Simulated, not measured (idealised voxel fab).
This is a process module. Its name is voxel transistor to metal.
Cross-sectional view cut (width: 205 nm; square cell size: 5 nm).
Heads up, the way a cross-section reads in here is a grid of square cells, handed over as bands from the top down, with every band being one or more rows of cells.
Quick guide to a band line: top height, bottom height (nm) up front; then every material left to right with its width in nm. Only one material and it's marked "everywhere"? Then it fills the band edge to edge. And "air" just means empty space.
Heights from 0 (as-received wafer is one material below). Bottom band endless downward, as "0 down".
The width entry "30 to 40" should be interpreted row by row: the top row of cells in the band takes the first number, the bottom row takes the second number, and the change between adjacent rows is uniform throughout.
"stayed the same" for a step: no cell of the cross-section changed in that step.
So "Enclosed void listing" is basically the list of trapped voids: any empty space of 8 cells or more that can't reach the top through an opening. They're written width x height at distance, the distance being from the left edge, and it's all nm.
Note: text after step settings on the step line = simulator remark on that step.
"overlay nm" answers the question of how far to the right of plan the mask lay on a step that has a mask, and when it is negative the answer is to the left.
So the way this works: pairs, before and after one process step. The after picture only goes down to the lowest band that actually changed, nothing below. Step and its settings are under each pair. And watch out, pairs might come from different runs of this module, same starting wafer though, so a pair only follows on from the one above if its "Incoming profile" entry tells you so.
-- Incoming profile
- 0 down | Si everywhere
- Enclosed void listing: none
-- Post-Step Cross-Section
- 0 to -5 | SiO2 everywhere
- Below -5, the layers are the same as they were.
- Enclosed void listing: none
Step between the pre-process and post-process cross-sections given above: OXIDIZE [depth nm 5]
Incoming profile: Please consult the pair immediately above; the cross-section it shows after its step is the state before this step.
-- Post-Step Cross-Section
- 15 to 0 | SiN everywhere
- Below 0, the layers are the same as they were.
- Enclosed void listing: none
Step between the pre-process and post-process cross-sections given above: CONFORMAL_DEP [material SiN] [thk nm 15]
Incoming profile: Please consult the pair immediately above; the cross-section it shows after its step is the state before this step.
-- Post-Step Cross-Section
- 35 to 15 | 50 air, then 105 resist, then 50 air
- Below 15, the layers are the same as they were.
- Enclosed void listing: none
Step between the pre-process and post-process cross-sections given above: PATTERN [tone cover] [mask id ACTIVE] [material resist] [width nm 105] [thk nm 20] [overlay nm 0]
Incoming profile: Please consult the pair immediately above; the cross-section it shows after its step is the state before this step.
-- Post-Step Cross-Section
- 35 to 15 | 50 air, then 105 resist, then 50 air
- 15 to 0 | 50 air, then 105 SiN, then 50 air
- Below 0, the layers are the same as they were.
- Enclosed void listing: none
Step between the pre-process and post-process cross-sections given above: DIRECTIONAL_ETCH [etch materials SiN] [depth nm 15]
Incoming profile: Please consult the pair immediately above; the cross-section it shows after its step is the state before this step.
-- Post-Step Cross-Section
- 35 to 15 | 50 air, then 105 resist, then 50 air
- 15 to 0 | 50 air, then 105 SiN, then 50 air
- 0 to -5 | 50 air, then 105 SiO2, then 50 air
- Below -5, the layers are the same as they were.
- Enclosed void listing: none
Step between the pre-process and post-process cross-sections given above: DIRECTIONAL_ETCH [etch materials SiO2] [depth nm 5]
Incoming profile: Please consult the pair immediately above; the cross-section it shows after its step is the state before this step.
-- Post-Step Cross-Section
- 35 to 15 | 50 air, then 105 resist, then 50 air
- 15 to 0 | 50 air, then 105 SiN, then 50 air
- 0 to -5 | 50 air, then 105 SiO2, then 50 air
- -5 to -40 | 50 air, then 105 Si, then 50 air
- Below -40, the layers are the same as they were.
- Enclosed void listing: none
Step between the pre-process and post-process cross-sections given above: DIRECTIONAL_ETCH [etch materials Si] [depth nm 35]
Incoming profile: Please consult the pair immediately above; the cross-section it shows after its step is the state before this step.
-- Post-Step Cross-Section
- 15 to 0 | 50 air, then 105 SiN, then 50 air
- Below 0, the layers are the same as they were.
- Enclosed void listing: none
Step between the pre-process and post-process cross-sections given above: STRIP [etch materials resist]
Incoming profile: Please consult the pair immediately above; the cross-section it shows after its step is the state before this step.
-- Post-Step Cross-Section
- 25 to 15 | SiO2 everywhere
- 15 to 0 | 50 SiO2, then 105 SiN, then 50 SiO2
- 0 to -5 | SiO2 everywhere
- -5 to -40 | 50 SiO2, then 105 Si, then 50 SiO2
- Below -40, the layers are the same as they were.
- Enclosed void listing: none
Step between the pre-process and post-process cross-sections given above: FILL_DEP [material SiO2] [thk nm 10]
Incoming profile: Please consult the pair immediately above; the cross-section it shows after its step is the state before this step.
-- Post-Step Cross-Section
- 15 to 0 | 50 SiO2, then 105 SiN, then 50 SiO2
- Below 0, the layers are the same as they were.
- Enclosed void listing: none
Step between the pre-process and post-process cross-sections given above: CMP [height nm 15]
Incoming profile: Please consult the pair immediately above; the cross-section it shows after its step is the state before this step.
-- Post-Step Cross-Section
- 15 to 0 | 50 air, then 105 SiN, then 50 air
- Below 0, the layers are the same as they were.
- Enclosed void listing: none
Step between the pre-process and post-process cross-sections given above: SELECTIVE_ETCH [etch materials SiO2] [depth nm 15]
Incoming profile: Please consult the pair immediately above; the cross-section it shows after its step is the state before this step.
-- Post-Step Cross-Section
- 0 to -5 | SiO2 everywhere
- Below -5, the layers are the same as they were.
- Enclosed void listing: none
Step between the pre-process and post-process cross-sections given above: STRIP [etch materials SiN]
Incoming profile: Please consult the pair immediately above; the cross-section it shows after its step is the state before this step.
-- Post-Step Cross-Section
- -5 to -40 | 50 SiO2, then 105 Si, then 50 SiO2
- Below -40, the layers are the same as they were.
- Enclosed void listing: none
Step between the pre-process and post-process cross-sections given above: SELECTIVE_ETCH [etch materials SiO2] [depth nm 5]
Incoming profile: Please consult the pair immediately above; the cross-section it shows after its step is the state before this step.
-- Post-Step Cross-Section
- -5 to -10 | SiO2 everywhere
- Below -10, the layers are the same as they were.
- Enclosed void listing: none
Step between the pre-process and post-process cross-sections given above: OXIDIZE [depth nm 5]
Incoming profile: Please consult the pair immediately above; the cross-section it shows after its step is the state before this step.
-- Post-Step Cross-Section
- 15 to -5 | polySi everywhere
- Below -5, the layers are the same as they were.
- Enclosed void listing: none
Step between the pre-process and post-process cross-sections given above: DIRECTIONAL_DEP [material polySi] [thk nm 20]
Incoming profile: Please consult the pair immediately above; the cross-section it shows after its step is the state before this step.
-- Post-Step Cross-Section
- 30 to 15 | SiCN everywhere
- Below 15, the layers are the same as they were.
- Enclosed void listing: none
Step between the pre-process and post-process cross-sections given above: DIRECTIONAL_DEP [material SiCN] [thk nm 15]
Incoming profile: Please consult the pair immediately above; the cross-section it shows after its step is the state before this step.
-- Post-Step Cross-Section
- 30 to 15 | 85 air, then 35 SiCN, then 85 air
- Below 15, the layers are the same as they were.
- Enclosed void listing: none
Step between the pre-process and post-process cross-sections given above: MASKED_ETCH [tone cover] [mask id GATE] [width nm 35] [etch materials SiCN] [depth nm 25] [overlay nm 0]
Incoming profile: Please consult the pair immediately above; the cross-section it shows after its step is the state before this step.
-- Post-Step Cross-Section
- 30 to 15 | 85 air, then 35 SiCN, then 85 air
- 15 to -5 | 85 air, then 35 polySi, then 85 air
- Below -5, the layers are the same as they were.
- Enclosed void listing: none
Step between the pre-process and post-process cross-sections given above: MASKED_ETCH [tone cover] [mask id GATE] [width nm 35] [etch materials polySi] [depth nm 30] [overlay nm 0]
Incoming profile: Please consult the pair immediately above; the cross-section it shows after its step is the state before this step.
-- Post-Step Cross-Section
- 40 to 30 | 75 air, then 55 SiN, then 75 air
- 30 to 15 | 75 air, then 10 SiN, then 35 SiCN, then 10 SiN, then 75 air
- 15 to 5 | 75 air, then 10 SiN, then 35 polySi, then 10 SiN, then 75 air
- 5 to -5 | 85 SiN, then 35 polySi, then 85 SiN
- Below -5, the layers are the same as they were.
- Enclosed void listing: none
Step between the pre-process and post-process cross-sections given above: CONFORMAL_DEP [material SiN] [thk nm 10]
Incoming profile: Please consult the pair immediately above; the cross-section it shows after its step is the state before this step.
-- Post-Step Cross-Section
- 30 to 15 | 75 air, then 10 SiN, then 35 SiCN, then 10 SiN, then 75 air
- 15 to -5 | 75 air, then 10 SiN, then 35 polySi, then 10 SiN, then 75 air
- Below -5, the layers are the same as they were.
- Enclosed void listing: none
Step between the pre-process and post-process cross-sections given above: DIRECTIONAL_ETCH [etch materials SiN] [depth nm 10]
Incoming profile: Please consult the pair immediately above; the cross-section it shows after its step is the state before this step.
-- Post-Step Cross-Section
- 30 to 15 | 75 air, then 10 SiN, then 35 SiCN, then 10 SiN, then 75 air
- 15 to -5 | 75 air, then 10 SiN, then 35 polySi, then 10 SiN, then 75 air
- -5 to -10 | 75 air, then 55 SiO2, then 75 air
- Below -10, the layers are the same as they were.
- Enclosed void listing: none
Step between the pre-process and post-process cross-sections given above: DIRECTIONAL_ETCH [etch materials SiO2] [depth nm 5]
Incoming profile: Please consult the pair immediately above; the cross-section it shows after its step is the state before this step.
-- Post-Step Cross-Section
- 30 to 15 | 75 air, then 10 SiN, then 35 SiCN, then 10 SiN, then 75 air
- 15 to -5 | 75 air, then 10 SiN, then 35 polySi, then 10 SiN, then 75 air
- -5 to -10 | 75 air, then 55 SiO2, then 75 air
- -10 to -20 | 50 SiO2, then 25 air, then 55 Si, then 25 air, then 50 SiO2
- Below -20, the layers are the same as they were.
- Enclosed void listing: none
Step between the pre-process and post-process cross-sections given above: DIRECTIONAL_ETCH [etch materials Si] [depth nm 10]
Incoming profile: Please consult the pair immediately above; the cross-section it shows after its step is the state before this step.
-- Post-Step Cross-Section
- 30 to 15 | 75 air, then 10 SiN, then 35 SiCN, then 10 SiN, then 75 air
- 15 to 0 | 75 air, then 10 SiN, then 35 polySi, then 10 SiN, then 75 air
- 0 to -5 | 65 air, then 10 SiGe, then 10 SiN, then 35 polySi, then 10 SiN, then 10 SiGe, then 65 air
- -5 to -10 | 65 air, then 10 SiGe, then 55 SiO2, then 10 SiGe, then 65 air
- -10 to -20 | 50 SiO2, then 25 SiGe, then 55 Si, then 25 SiGe, then 50 SiO2
- Below -20, the layers are the same as they were.
- Enclosed void listing: none
Step between the pre-process and post-process cross-sections given above: EPI [material SiGe] [thk nm 10]
Incoming profile: Please consult the pair immediately above; the cross-section it shows after its step is the state before this step.
-- Post-Step Cross-Section
- 35 to 30 | SiO2 everywhere
- 30 to 15 | 75 SiO2, then 10 SiN, then 35 SiCN, then 10 SiN, then 75 SiO2
- 15 to 0 | 75 SiO2, then 10 SiN, then 35 polySi, then 10 SiN, then 75 SiO2
- 0 to -5 | 65 SiO2, then 10 SiGe, then 10 SiN, then 35 polySi, then 10 SiN, then 10 SiGe, then 65 SiO2
- -5 to -10 | 65 SiO2, then 10 SiGe, then 55 SiO2, then 10 SiGe, then 65 SiO2
- Below -10, the layers are the same as they were.
- Enclosed void listing: none
Step between the pre-process and post-process cross-sections given above: FILL_DEP [material SiO2] [thk nm 5]
Incoming profile: Please consult the pair immediately above; the cross-section it shows after its step is the state before this step.
-- Post-Step Cross-Section
- 15 to 0 | 75 SiO2, then 10 SiN, then 35 polySi, then 10 SiN, then 75 SiO2
- Below 0, the layers are the same as they were.
- Enclosed void listing: none
Step between the pre-process and post-process cross-sections given above: CMP [height nm 15]
Incoming profile: Please consult the pair immediately above; the cross-section it shows after its step is the state before this step.
-- Post-Step Cross-Section
- 15 to 0 | 75 SiO2, then 10 SiN, then 35 air, then 10 SiN, then 75 SiO2
- 0 to -5 | 65 SiO2, then 10 SiGe, then 10 SiN, then 35 air, then 10 SiN, then 10 SiGe, then 65 SiO2
- Below -5, the layers are the same as they were.
- Enclosed void listing: none
Step between the pre-process and post-process cross-sections given above: STRIP [etch materials polySi]
Incoming profile: Please consult the pair immediately above; the cross-section it shows after its step is the state before this step.
-- Post-Step Cross-Section
- 15 to 10 | 75 air, then 10 SiN, then 35 air, then 10 SiN, then 75 air
- 10 to 0 | 75 SiO2, then 10 SiN, then 35 air, then 10 SiN, then 75 SiO2
- 0 to -5 | 65 SiO2, then 10 SiGe, then 10 SiN, then 35 air, then 10 SiN, then 10 SiGe, then 65 SiO2
- -5 to -10 | 65 SiO2, then 10 SiGe, then 5 SiO2, then 45 air, then 5 SiO2, then 10 SiGe, then 65 SiO2
- Below -10, the layers are the same as they were.
- Enclosed void listing: none
Step between the pre-process and post-process cross-sections given above: SELECTIVE_ETCH [etch materials SiO2] [depth nm 5]
Incoming profile: Please consult the pair immediately above; the cross-section it shows after its step is the state before this step.
-- Post-Step Cross-Section
- 20 to 15 | 70 air, then 20 HfO2, then 25 air, then 20 HfO2, then 70 air
- 15 to 10 | 75 HfO2, then 10 SiN, then 5 HfO2, then 25 air, then 5 HfO2, then 10 SiN, then 75 HfO2
- 10 to 0 | 75 SiO2, then 10 SiN, then 5 HfO2, then 25 air, then 5 HfO2, then 10 SiN, then 75 SiO2
- 0 to -5 | 65 SiO2, then 10 SiGe, then 10 SiN, then 5 HfO2, then 25 air, then 5 HfO2, then 10 SiN, then 10 SiGe, then 65 SiO2
- -5 to -10 | 65 SiO2, then 10 SiGe, then 5 SiO2, then 45 HfO2, then 5 SiO2, then 10 SiGe, then 65 SiO2
- Below -10, the layers are the same as they were.
- Enclosed void listing: none
Step between the pre-process and post-process cross-sections given above: CONFORMAL_DEP [material HfO2] [thk nm 5]
Incoming profile: Please consult the pair immediately above; the cross-section it shows after its step is the state before this step.
-- Post-Step Cross-Section
- 25 to 20 | 65 air, then 30 TiN, then 15 air, then 30 TiN, then 65 air
- 20 to 15 | 70 TiN, then 20 HfO2, then 5 TiN, then 15 air, then 5 TiN, then 20 HfO2, then 70 TiN
- 15 to 10 | 75 HfO2, then 10 SiN, then 5 HfO2, then 5 TiN, then 15 air, then 5 TiN, then 5 HfO2, then 10 SiN, then 75 HfO2
- 10 to 0 | 75 SiO2, then 10 SiN, then 5 HfO2, then 5 TiN, then 15 air, then 5 TiN, then 5 HfO2, then 10 SiN, then 75 SiO2
- 0 to -5 | 65 SiO2, then 10 SiGe, then 10 SiN, then 5 HfO2, then 25 TiN, then 5 HfO2, then 10 SiN, then 10 SiGe, then 65 SiO2
- Below -5, the layers are the same as they were.
- Enclosed void listing: none
Step between the pre-process and post-process cross-sections given above: CONFORMAL_DEP [material TiN] [thk nm 5]
Incoming profile: Please consult the pair immediately above; the cross-section it shows after its step is the state before this step.
-- Post-Step Cross-Section
- 30 to 25 | W everywhere
- 25 to 20 | 65 W, then 30 TiN, then 15 W, then 30 TiN, then 65 W
- 20 to 15 | 70 TiN, then 20 HfO2, then 5 TiN, then 15 W, then 5 TiN, then 20 HfO2, then 70 TiN
- 15 to 10 | 75 HfO2, then 10 SiN, then 5 HfO2, then 5 TiN, then 15 W, then 5 TiN, then 5 HfO2, then 10 SiN, then 75 HfO2
- 10 to 0 | 75 SiO2, then 10 SiN, then 5 HfO2, then 5 TiN, then 15 W, then 5 TiN, then 5 HfO2, then 10 SiN, then 75 SiO2
- Below 0, the layers are the same as they were.
- Enclosed void listing: none
Step between the pre-process and post-process cross-sections given above: FILL_DEP [material W] [thk nm 5]
Incoming profile: Please consult the pair immediately above; the cross-section it shows after its step is the state before this step.
-- Post-Step Cross-Section
- 10 to 0 | 75 SiO2, then 10 SiN, then 5 HfO2, then 5 TiN, then 15 W, then 5 TiN, then 5 HfO2, then 10 SiN, then 75 SiO2
- Below 0, the layers are the same as they were.
- Enclosed void listing: none
Step between the pre-process and post-process cross-sections given above: CMP [height nm 10]
Incoming profile: Please consult the pair immediately above; the cross-section it shows after its step is the state before this step.
-- Post-Step Cross-Section
- 20 to 10 | SiO2 everywhere
- Below 10, the layers are the same as they were.
- Enclosed void listing: none
Step between the pre-process and post-process cross-sections given above: DIRECTIONAL_DEP [material SiO2] [thk nm 10]
Incoming profile: Please consult the pair immediately above; the cross-section it shows after its step is the state before this step.
-- Post-Step Cross-Section
- 20 to 10 | 55 SiO2, then 15 air, then 65 SiO2, then 15 air, then 55 SiO2
- 10 to 0 | 55 SiO2, then 15 air, then 5 SiO2, then 10 SiN, then 5 HfO2, then 5 TiN, then 15 W, then 5 TiN, then 5 HfO2, then 10 SiN, then 5 SiO2, then 15 air, then 55 SiO2
- 0 to -5 | 55 SiO2, then 10 air, then 10 SiGe, then 10 SiN, then 5 HfO2, then 25 TiN, then 5 HfO2, then 10 SiN, then 10 SiGe, then 10 air, then 55 SiO2
- -5 to -10 | 55 SiO2, then 10 air, then 10 SiGe, then 5 SiO2, then 45 HfO2, then 5 SiO2, then 10 SiGe, then 10 air, then 55 SiO2
- Below -10, the layers are the same as they were.
- Enclosed void listing: none
Step between the pre-process and post-process cross-sections given above: MASKED_ETCH [tone open] [mask id CONTACT] [width nm 15] [pitch nm 80] [etch materials SiO2] [depth nm 30] [overlay nm 0]
Incoming profile: Please consult the pair immediately above; the cross-section it shows after its step is the state before this step.
-- Post-Step Cross-Section
- 25 to 20 | 60 TiN, then 5 air, then 75 TiN, then 5 air, then 60 TiN
- 20 to 10 | 55 SiO2, then 5 TiN, then 5 air, then 5 TiN, then 65 SiO2, then 5 TiN, then 5 air, then 5 TiN, then 55 SiO2
- 10 to 5 | 55 SiO2, then 5 TiN, then 5 air, then 5 TiN, then 5 SiO2, then 10 SiN, then 5 HfO2, then 5 TiN, then 15 W, then 5 TiN, then 5 HfO2, then 10 SiN, then 5 SiO2, then 5 TiN, then 5 air, then 5 TiN, then 55 SiO2
- 5 to 0 | 55 SiO2, then 15 TiN, then 5 SiO2, then 10 SiN, then 5 HfO2, then 5 TiN, then 15 W, then 5 TiN, then 5 HfO2, then 10 SiN, then 5 SiO2, then 15 TiN, then 55 SiO2
- 0 to -5 | 55 SiO2, then 10 TiN, then 10 SiGe, then 10 SiN, then 5 HfO2, then 25 TiN, then 5 HfO2, then 10 SiN, then 10 SiGe, then 10 TiN, then 55 SiO2
- -5 to -10 | 55 SiO2, then 10 TiN, then 10 SiGe, then 5 SiO2, then 45 HfO2, then 5 SiO2, then 10 SiGe, then 10 TiN, then 55 SiO2
- Below -10, the layers are the same as they were.
- Enclosed void listing: none
Step between the pre-process and post-process cross-sections given above: CONFORMAL_DEP [material TiN] [thk nm 5]
Incoming profile: Please consult the pair immediately above; the cross-section it shows after its step is the state before this step.
-- Post-Step Cross-Section
- 35 to 25 | W everywhere
- 25 to 20 | 60 TiN, then 5 W, then 75 TiN, then 5 W, then 60 TiN
- 20 to 10 | 55 SiO2, then 5 TiN, then 5 W, then 5 TiN, then 65 SiO2, then 5 TiN, then 5 W, then 5 TiN, then 55 SiO2
- 10 to 5 | 55 SiO2, then 5 TiN, then 5 W, then 5 TiN, then 5 SiO2, then 10 SiN, then 5 HfO2, then 5 TiN, then 15 W, then 5 TiN, then 5 HfO2, then 10 SiN, then 5 SiO2, then 5 TiN, then 5 W, then 5 TiN, then 55 SiO2
- Below 5, the layers are the same as they were.
- Enclosed void listing: none
Step between the pre-process and post-process cross-sections given above: FILL_DEP [material W] [thk nm 10]
Incoming profile: Please consult the pair immediately above; the cross-section it shows after its step is the state before this step.
-- Post-Step Cross-Section
- 20 to 10 | 55 SiO2, then 5 TiN, then 5 W, then 5 TiN, then 65 SiO2, then 5 TiN, then 5 W, then 5 TiN, then 55 SiO2
- Below 10, the layers are the same as they were.
- Enclosed void listing: none
Step between the pre-process and post-process cross-sections given above: CMP [height nm 20]
Incoming profile: Please consult the pair immediately above; the cross-section it shows after its step is the state before this step.
-- Post-Step Cross-Section
- 25 to 20 | SiCN everywhere
- Below 20, the layers are the same as they were.
- Enclosed void listing: none
Step between the pre-process and post-process cross-sections given above: CONFORMAL_DEP [material SiCN] [thk nm 5]
Incoming profile: Please consult the pair immediately above; the cross-section it shows after its step is the state before this step.
-- Post-Step Cross-Section
- 45 to 25 | SiO2 everywhere
- Below 25, the layers are the same as they were.
- Enclosed void listing: none
Step between the pre-process and post-process cross-sections given above: DIRECTIONAL_DEP [material SiO2] [thk nm 20]
Incoming profile: Please consult the pair immediately above; the cross-section it shows after its step is the state before this step.
-- Post-Step Cross-Section
- 60 to 45 | aC everywhere
- Below 45, the layers are the same as they were.
- Enclosed void listing: none
Step between the pre-process and post-process cross-sections given above: DIRECTIONAL_DEP [material aC] [thk nm 15]
Incoming profile: Please consult the pair immediately above; the cross-section it shows after its step is the state before this step.
-- Post-Step Cross-Section
- 90 to 60 | 55 resist, then 15 air, then 65 resist, then 15 air, then 55 resist
- Below 60, the layers are the same as they were.
- Enclosed void listing: none
Step between the pre-process and post-process cross-sections given above: PATTERN [tone open] [mask id METAL_1] [material resist] [width nm 15] [pitch nm 80] [thk nm 30] [overlay nm 0]
Incoming profile: Please consult the pair immediately above; the cross-section it shows after its step is the state before this step.
-- Post-Step Cross-Section
- 75 to 60 | 55 resist, then 15 air, then 65 resist, then 15 air, then 55 resist
- 60 to 45 | 55 aC, then 15 air, then 65 aC, then 15 air, then 55 aC
- Below 45, the layers are the same as they were.
- Enclosed void listing: none
Step between the pre-process and post-process cross-sections given above: DIRECTIONAL_ETCH [etch materials aC] [depth nm 15]
Incoming profile: Please consult the pair immediately above; the cross-section it shows after its step is the state before this step.
-- Post-Step Cross-Section
- 60 to 45 | 55 aC, then 15 air, then 65 aC, then 15 air, then 55 aC
- Below 45, the layers are the same as they were.
- Enclosed void listing: none
Step between the pre-process and post-process cross-sections given above: STRIP [etch materials resist]
Incoming profile: Please consult the pair immediately above; the cross-section it shows after its step is the state before this step.
-- Post-Step Cross-Section
- 60 to 45 | 55 aC, then 15 air, then 65 aC, then 15 air, then 55 aC
- 45 to 25 | 55 SiO2, then 15 air, then 65 SiO2, then 15 air, then 55 SiO2
- Below 25, the layers are the same as they were.
- Enclosed void listing: none
Step between the pre-process and post-process cross-sections given above: DIRECTIONAL_ETCH [etch materials SiO2] [depth nm 20]
Incoming profile: Please consult the pair immediately above; the cross-section it shows after its step is the state before this step.
-- Post-Step Cross-Section
- 60 to 45 | 55 aC, then 15 air, then 65 aC, then 15 air, then 55 aC
- 45 to 25 | 55 SiO2, then 15 air, then 65 SiO2, then 15 air, then 55 SiO2
- 25 to 20 | 55 SiCN, then 15 air, then 65 SiCN, then 15 air, then 55 SiCN
- Below 20, the layers are the same as they were.
- Enclosed void listing: none
Step between the pre-process and post-process cross-sections given above: DIRECTIONAL_ETCH [etch materials SiCN] [depth nm 5]
Incoming profile: Please consult the pair immediately above; the cross-section it shows after its step is the state before this step.
-- Post-Step Cross-Section
- 45 to 25 | 55 SiO2, then 15 air, then 65 SiO2, then 15 air, then 55 SiO2
- Below 25, the layers are the same as they were.
- Enclosed void listing: none
Step between the pre-process and post-process cross-sections given above: STRIP [etch materials aC]
Incoming profile: Please consult the pair immediately above; the cross-section it shows after its step is the state before this step.
-- Post-Step Cross-Section
- 50 to 45 | 60 TiN, then 5 air, then 75 TiN, then 5 air, then 60 TiN
- 45 to 25 | 55 SiO2, then 5 TiN, then 5 air, then 5 TiN, then 65 SiO2, then 5 TiN, then 5 air, then 5 TiN, then 55 SiO2
- 25 to 20 | 55 SiCN, then 15 TiN, then 65 SiCN, then 15 TiN, then 55 SiCN
- Below 20, the layers are the same as they were.
- Enclosed void listing: none
Step between the pre-process and post-process cross-sections given above: CONFORMAL_DEP [material TiN] [thk nm 5]
Incoming profile: Please consult the pair immediately above; the cross-section it shows after its step is the state before this step.
-- Post-Step Cross-Section
- 55 to 50 | W everywhere
- 50 to 45 | 60 TiN, then 5 W, then 75 TiN, then 5 W, then 60 TiN
- 45 to 25 | 55 SiO2, then 5 TiN, then 5 W, then 5 TiN, then 65 SiO2, then 5 TiN, then 5 W, then 5 TiN, then 55 SiO2
- Below 25, the layers are the same as they were.
- Enclosed void listing: none
Step between the pre-process and post-process cross-sections given above: FILL_DEP [material W] [thk nm 5]
Incoming profile: Please consult the pair immediately above; the cross-section it shows after its step is the state before this step.
-- Post-Step Cross-Section
- 45 to 25 | 55 SiO2, then 5 TiN, then 5 W, then 5 TiN, then 65 SiO2, then 5 TiN, then 5 W, then 5 TiN, then 55 SiO2
- Below 25, the layers are the same as they were.
- Enclosed void listing: none
Step between the pre-process and post-process cross-sections given above: CMP [height nm 45]
Incoming profile: Please consult the pair immediately above; the cross-section it shows after its step is the state before this step.
-- Post-Step Cross-Section
- 50 to 45 | 50 air, then 25 Ru, then 55 air, then 25 Ru, then 50 air
- Below 45, the layers are the same as they were.
- Enclosed void listing: none
Step between the pre-process and post-process cross-sections given above: EPI [material Ru] [thk nm 5]
Incoming profile: Please consult the pair immediately above; the cross-section it shows after its step is the state before this step.
-- Post-Step Cross-Section
- 55 to 50 | SiCN everywhere
- 50 to 45 | 50 SiCN, then 25 Ru, then 55 SiCN, then 25 Ru, then 50 SiCN
- Below 45, the layers are the same as they were.
- Enclosed void listing: none
Step between the pre-process and post-process cross-sections given above: FILL_DEP [material SiCN] [thk nm 5]
Incoming profile: Please consult the pair immediately above; the cross-section it shows after its step is the state before this step.
-- Post-Step Cross-Section
- 80 to 55 | SiO2 everywhere
- Below 55, the layers are the same as they were.
- Enclosed void listing: none
Step between the pre-process and post-process cross-sections given above: DIRECTIONAL_DEP [material SiO2] [thk nm 25]
Incoming profile: Please consult the pair immediately above; the cross-section it shows after its step is the state before this step.
-- Post-Step Cross-Section
- 95 to 80 | aC everywhere
- Below 80, the layers are the same as they were.
- Enclosed void listing: none
Step between the pre-process and post-process cross-sections given above: DIRECTIONAL_DEP [material aC] [thk nm 15]
Incoming profile: Please consult the pair immediately above; the cross-section it shows after its step is the state before this step.
-- Post-Step Cross-Section
- 130 to 95 | 55 resist, then 15 air, then 65 resist, then 15 air, then 55 resist
- Below 95, the layers are the same as they were.
- Enclosed void listing: none
Step between the pre-process and post-process cross-sections given above: PATTERN [tone open] [mask id METAL_2] [material resist] [width nm 15] [pitch nm 80] [thk nm 35] [overlay nm 0]
Incoming profile: Please consult the pair immediately above; the cross-section it shows after its step is the state before this step.
-- Post-Step Cross-Section
- 115 to 95 | 55 resist, then 15 air, then 65 resist, then 15 air, then 55 resist
- 95 to 80 | 55 aC, then 15 air, then 65 aC, then 15 air, then 55 aC
- Below 80, the layers are the same as they were.
- Enclosed void listing: none
Step between the pre-process and post-process cross-sections given above: DIRECTIONAL_ETCH [etch materials aC] [depth nm 15]
Incoming profile: Please consult the pair immediately above; the cross-section it shows after its step is the state before this step.
-- Post-Step Cross-Section
- 95 to 80 | 55 aC, then 15 air, then 65 aC, then 15 air, then 55 aC
- Below 80, the layers are the same as they were.
- Enclosed void listing: none
Step between the pre-process and post-process cross-sections given above: STRIP [etch materials resist]
Incoming profile: Please consult the pair immediately above; the cross-section it shows after its step is the state before this step.
-- Post-Step Cross-Section
- 95 to 80 | 55 aC, then 15 air, then 65 aC, then 15 air, then 55 aC
- 80 to 65 | 55 SiO2, then 15 air, then 65 SiO2, then 15 air, then 55 SiO2
- Below 65, the layers are the same as they were.
- Enclosed void listing: none
Step between the pre-process and post-process cross-sections given above: DIRECTIONAL_ETCH [etch materials SiO2] [depth nm 15]
Incoming profile: Please consult the pair immediately above; the cross-section it shows after its step is the state before this step.
-- Post-Step Cross-Section
- 80 to 65 | 55 SiO2, then 15 air, then 65 SiO2, then 15 air, then 55 SiO2
- Below 65, the layers are the same as they were.
- Enclosed void listing: none
Step between the pre-process and post-process cross-sections given above: STRIP [etch materials aC]
Incoming profile: Please consult the pair immediately above; the cross-section it shows after its step is the state before this step.
-- Post-Step Cross-Section
- 100 to 80 | 55 resist, then 15 air, then 65 resist, then 15 air, then 55 resist
- Below 80, the layers are the same as they were.
- Enclosed void listing: none
Step between the pre-process and post-process cross-sections given above: PATTERN [tone open] [mask id METAL_2_HOLES] [material resist] [width nm 15] [pitch nm 80] [thk nm 20] [overlay nm 0]
Incoming profile: Please consult the pair immediately above; the cross-section it shows after its step is the state before this step.
-- Post-Step Cross-Section
- 100 to 80 | 55 resist, then 15 air, then 65 resist, then 15 air, then 55 resist
- 80 to 55 | 55 SiO2, then 15 air, then 65 SiO2, then 15 air, then 55 SiO2
- Below 55, the layers are the same as they were.
- Enclosed void listing: none
Step between the pre-process and post-process cross-sections given above: DIRECTIONAL_ETCH [etch materials SiO2] [depth nm 10]
Incoming profile: Please consult the pair immediately above; the cross-section it shows after its step is the state before this step.
-- Post-Step Cross-Section
- 100 to 80 | 55 resist, then 15 air, then 65 resist, then 15 air, then 55 resist
- 80 to 55 | 55 SiO2, then 15 air, then 65 SiO2, then 15 air, then 55 SiO2
- 55 to 50 | 55 SiCN, then 15 air, then 65 SiCN, then 15 air, then 55 SiCN
- Below 50, the layers are the same as they were.
- Enclosed void listing: none
Step between the pre-process and post-process cross-sections given above: DIRECTIONAL_ETCH [etch materials SiCN] [depth nm 5]
Incoming profile: Please consult the pair immediately above; the cross-section it shows after its step is the state before this step.
-- Post-Step Cross-Section
- 80 to 55 | 55 SiO2, then 15 air, then 65 SiO2, then 15 air, then 55 SiO2
- Below 55, the layers are the same as they were.
- Enclosed void listing: none
Step between the pre-process and post-process cross-sections given above: STRIP [etch materials resist]
Incoming profile: Please consult the pair immediately above; the cross-section it shows after its step is the state before this step.
-- Post-Step Cross-Section
- 85 to 80 | 60 TiN, then 5 air, then 75 TiN, then 5 air, then 60 TiN
- 80 to 55 | 55 SiO2, then 5 TiN, then 5 air, then 5 TiN, then 65 SiO2, then 5 TiN, then 5 air, then 5 TiN, then 55 SiO2
- 55 to 50 | 55 SiCN, then 15 TiN, then 65 SiCN, then 15 TiN, then 55 SiCN
- Below 50, the layers are the same as they were.
- Enclosed void listing: none
Step between the pre-process and post-process cross-sections given above: CONFORMAL_DEP [material TiN] [thk nm 5]
Incoming profile: Please consult the pair immediately above; the cross-section it shows after its step is the state before this step.
-- Post-Step Cross-Section
- 90 to 85 | Ru everywhere
- 85 to 80 | 60 TiN, then 5 Ru, then 75 TiN, then 5 Ru, then 60 TiN
- 80 to 55 | 55 SiO2, then 5 TiN, then 5 Ru, then 5 TiN, then 65 SiO2, then 5 TiN, then 5 Ru, then 5 TiN, then 55 SiO2
- Below 55, the layers are the same as they were.
- Enclosed void listing: none
Step between the pre-process and post-process cross-sections given above: FILL_DEP [material Ru] [thk nm 5]
Incoming profile: Please consult the pair immediately above; the cross-section it shows after its step is the state before this step.
-- Post-Step Cross-Section
- 80 to 55 | 55 SiO2, then 5 TiN, then 5 Ru, then 5 TiN, then 65 SiO2, then 5 TiN, then 5 Ru, then 5 TiN, then 55 SiO2
- Below 55, the layers are the same as they were.
- Enclosed void listing: none
Step between the pre-process and post-process cross-sections given above: CMP [height nm 80]
Incoming profile: Please consult the pair immediately above; the cross-section it shows after its step is the state before this step.
-- Post-Step Cross-Section
- 85 to 80 | SiCN everywhere
- Below 80, the layers are the same as they were.
- Enclosed void listing: none
Step between the pre-process and post-process cross-sections given above: CONFORMAL_DEP [material SiCN] [thk nm 5]
